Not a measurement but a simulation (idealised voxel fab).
Name of the process module below: voxel air gaps
Cross-sectional view cut (width: 200 nm; square cell size: 5 nm).
Notation: cross-section as square-cell grid; stated in bands, top first, going down; one or more cell rows per band.
Quick guide to a band line: top height, bottom height (nm) up front; then every material left to right with its width in nm. Only one material and it's marked "full width"? Then it fills the band edge to edge. And "air" just means empty space.
Heights from 0 (as-received wafer is one material below). Bottom band endless downward, as "top 0, no bottom".
Graded width ("30->40"): value in top row of band = first number; value in bottom row = second number; row-to-row change constant.
Given "identical to before" for a step, no cell of the cross-section differs between before and after that step.
The entry "Closed void list" lists the empty spaces that cover at least 8 cells and have no open path to the top. Each is written as width x height at distance, where the distance is measured from the left edge and all three values are in nm.
Read whatever lies past the settings on a step's line as the simulator's own remark about the step.
You can add "overlay nm" to a step's line. For a step with a mask, it describes how far the mask lay to the right of its planned position, and a negative number describes a lay to the left.

Set out below are the planned steps of the process
1: RECEIVE | material Si
2: CONFORMAL_DEP | material SiO2 | thk nm 15
3: CONFORMAL_DEP | material SiN | thk nm 5
4: DIRECTIONAL_DEP | material SiO2 | thk nm 35
5: DIRECTIONAL_DEP | material aC | thk nm 15
6: PATTERN | tone open | mask id LINES | material resist | width nm 15 | pitch nm 40 | thk nm 35 | overlay nm 0
7: DIRECTIONAL_ETCH | etch materials aC | depth nm 15
8: STRIP | etch materials resist
9: DIRECTIONAL_ETCH | etch materials SiO2 | depth nm 35
10: STRIP | etch materials aC
11: CONFORMAL_DEP | material TiN | thk nm 5
12: FILL_DEP | material W | thk nm 5
13: CMP | height nm 55
14: EPI | material Ru | thk nm 10
15: SELECTIVE_ETCH | etch materials SiO2 | depth nm 45
16: CONFORMAL_DEP | material SiCN | thk nm 5

Incoming wafer in cross-section (state: after step 1)
> top 0, no bottom  Si full width
> Closed void list: none

End-of-module cross-section of the first of two wafers, processed as planned
> top 70, bottom 65  35 air  125 SiCN  40 air
> top 65, bottom 55  35 air  5 SiCN  35 Ru  5 SiCN  35 Ru  5 SiCN  35 Ru  5 SiCN  40 air
> top 55, bottom 50  35 air  15 SiCN  5 TiN  5 W  5 TiN  25 SiCN  5 TiN  5 W  5 TiN  25 SiCN  5 TiN  5 W  5 TiN  15 SiCN  40 air
> top 50, bottom 25  45 air  5 SiCN  5 TiN  5 W  5 TiN  5 SiCN  15 air  5 SiCN  5 TiN  5 W  5 TiN  5 SiCN  15 air  5 SiCN  5 TiN  5 W  5 TiN  5 SiCN  50 air
> top 25, bottom 20  50 SiCN  15 TiN  25 SiCN  15 TiN  25 SiCN  15 TiN  55 SiCN
> top 20, bottom 15  SiN full width
> top 15, bottom 0  SiO2 full width
> top 0, no bottom  Si full width
> Closed void list: 15 x 25 at 70; 15 x 25 at 110

Cross-section, second wafer: same start as the first, same plan as the first, one mistake in running it; taken at the end of the module
> top 70, bottom 65  30 air  135 SiCN  35 air
> top 65, bottom 55  30 air  5 SiCN  125 Ru  5 SiCN  35 air
> top 55, bottom 50  30 air  15 SiCN  5 TiN  15 W  5 TiN  15 SiO2  5 TiN  15 W  5 TiN  15 SiO2  5 TiN  15 W  5 TiN  15 SiCN  35 air
> top 50, bottom 25  40 air  5 SiCN  5 TiN  15 W  5 TiN  15 SiO2  5 TiN  15 W  5 TiN  15 SiO2  5 TiN  15 W  5 TiN  5 SiCN  45 air
> top 25, bottom 20  45 SiCN  25 TiN  15 SiO2  25 TiN  15 SiO2  25 TiN  50 SiCN
> top 20, bottom 15  SiN full width
> top 15, bottom 0  SiO2 full width
> top 0, no bottom  Si full width
> Closed void list: none
What went wrong in running the wafer? step 6 did not use the planned setting and instead ran as PATTERN | tone open | mask id LINES | material resist | width nm 25 | pitch nm 40 | thk nm 35 | overlay nm 0
Final cells, second wafer relative to first, materials higher or lower: 8 more of Ru; 44 fewer of SiCN; 42 more of SiO2; 6 more of TiN; 36 more of W
Closed voids, final: 2 / 0 (first wafer / second wafer).
